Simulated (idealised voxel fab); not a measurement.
This is a process module. Its name is voxel capacitor over wiring.
This is section cut - it's 275 nm across, gridded in 5 nm square cells.
In this document a cross-section is written as a grid of square cells. It is given as a series of bands, listed from the top down, and a band is one or more rows of cells.
Per band: top height and bottom height in nm, followed by the left-to-right materials and their widths in nm; "edge to edge" marks a single material spanning edge to edge, "blank" marks empty space.
Ref level 0: as-received wafer is one material below here. Bottom band extends down with no lower bound ("0 down").
The expression "30 to 40" gives the width at the extremes of the band, the first number at its top row of cells and the second at its bottom row, with the width changing by equal amounts from each row to the next in between.
Any step labelled "changes: none" changed none of the cells in the cross-section.
"Completely sealed voids": sealed empty spaces, 8 cells or more, no open way to top, listed width x height at distance, with distance from the left edge and width, height and distance in nm.
Step line, after settings: the simulator's comment on this step.
You can add "overlay nm" to a step's line. For a step with a mask, it describes how far the mask lay to the right of its planned position, and a negative number describes a lay to the left.
### The process steps that were planned are listed below
1,op RECEIVE | material Si
2,op CONFORMAL_DEP | material SiO2 | thk nm 15
3,op DIRECTIONAL_DEP | material TiN | thk nm 5
4,op DIRECTIONAL_DEP | material W | thk nm 20
5,op MASKED_ETCH | tone cover | mask id METAL_1 | width nm 30 | pitch nm 90 | etch materials W | depth nm 20 | overlay nm 0
6,op MASKED_ETCH | tone cover | mask id METAL_1 | width nm 30 | pitch nm 90 | etch materials TiN | depth nm 5 | overlay nm 0
7,op CONFORMAL_DEP | material SiN | thk nm 5
8,op FILL_DEP | material lowk | thk nm 10
9,op CMP | height nm 40
10,op CONFORMAL_DEP | material SiCN | thk nm 5
11,op DIRECTIONAL_DEP | material lowk | thk nm 15
12,op MASKED_ETCH | tone open | mask id PLUG_1 | width nm 15 | etch materials lowk | depth nm 15 | overlay nm 0
13,op MASKED_ETCH | tone open | mask id PLUG_1 | width nm 15 | etch materials SiCN | depth nm 5 | overlay nm 0
14,op EPI | material Ru | thk nm 10
15,op EPI | material Ru | thk nm 10
16,op DIRECTIONAL_DEP | material TiN | thk nm 10
17,op DIRECTIONAL_DEP | material HfO2 | thk nm 5
18,op DIRECTIONAL_DEP | material TiN | thk nm 10
19,op MASKED_ETCH | tone cover | mask id UPPER_PLATE | width nm 65 | etch materials TiN | depth nm 10 | overlay nm 0
20,op MASKED_ETCH | tone cover | mask id UPPER_PLATE | width nm 65 | etch materials HfO2 | depth nm 5 | overlay nm 0
21,op PATTERN | tone cover | mask id LOWER_PLATE | material resist | width nm 75 | thk nm 20 | overlay nm 0
22,op DIRECTIONAL_ETCH | etch materials TiN | depth nm 10
23,op STRIP | etch materials resist
24,op FILL_DEP | material SiO2 | thk nm 15
25,op CMP | height nm 95
26,op DIRECTIONAL_DEP | material aC | thk nm 10
27,op PATTERN | tone open | mask id PLUG_2 | material resist | width nm 15 | thk nm 30 | overlay nm 0
28,op DIRECTIONAL_ETCH | etch materials aC | depth nm 10
29,op STRIP | etch materials resist
30,op DIRECTIONAL_ETCH | etch materials SiO2 | depth nm 10
31,op STRIP | etch materials aC
32,op CONFORMAL_DEP | material TiN | thk nm 5
33,op FILL_DEP | material Ru | thk nm 5
34,op CMP | height nm 95
35,op CONFORMAL_DEP | material SiN | thk nm 5
### Wafer at receipt (post step 1), cross-section
    0 down | Si edge to edge
    Completely sealed voids: none
### The plan above was carried out on the starting structure above with one mistake, and this cross-section shows the wafer at the end of the module
    95 to 90 | SiN edge to edge
    90 to 85 | SiO2 100, TiN 15, SiO2 160
    85 to 75 | SiO2 90, TiN 65, SiO2 120
    75 to 70 | SiO2 90, HfO2 65, SiO2 120
    70 to 60 | SiO2 85, TiN 75, SiO2 115
    60 to 45 | lowk 90, Ru 15, lowk 170
    45 to 40 | SiCN 90, Ru 15, SiCN 170
    40 to 20 | lowk 70, SiN 5, W 30, SiN 5, lowk 50, SiN 5, W 30, SiN 5, lowk 75
    20 to 15 | SiN 75, TiN 30, SiN 60, TiN 30, SiN 80
    15 to 0 | SiO2 edge to edge
    0 down | Si edge to edge
    Completely sealed voids: none
Plan not followed: step 34 ran with different settings than intended, the actual operation and settings being op CMP | height nm 90
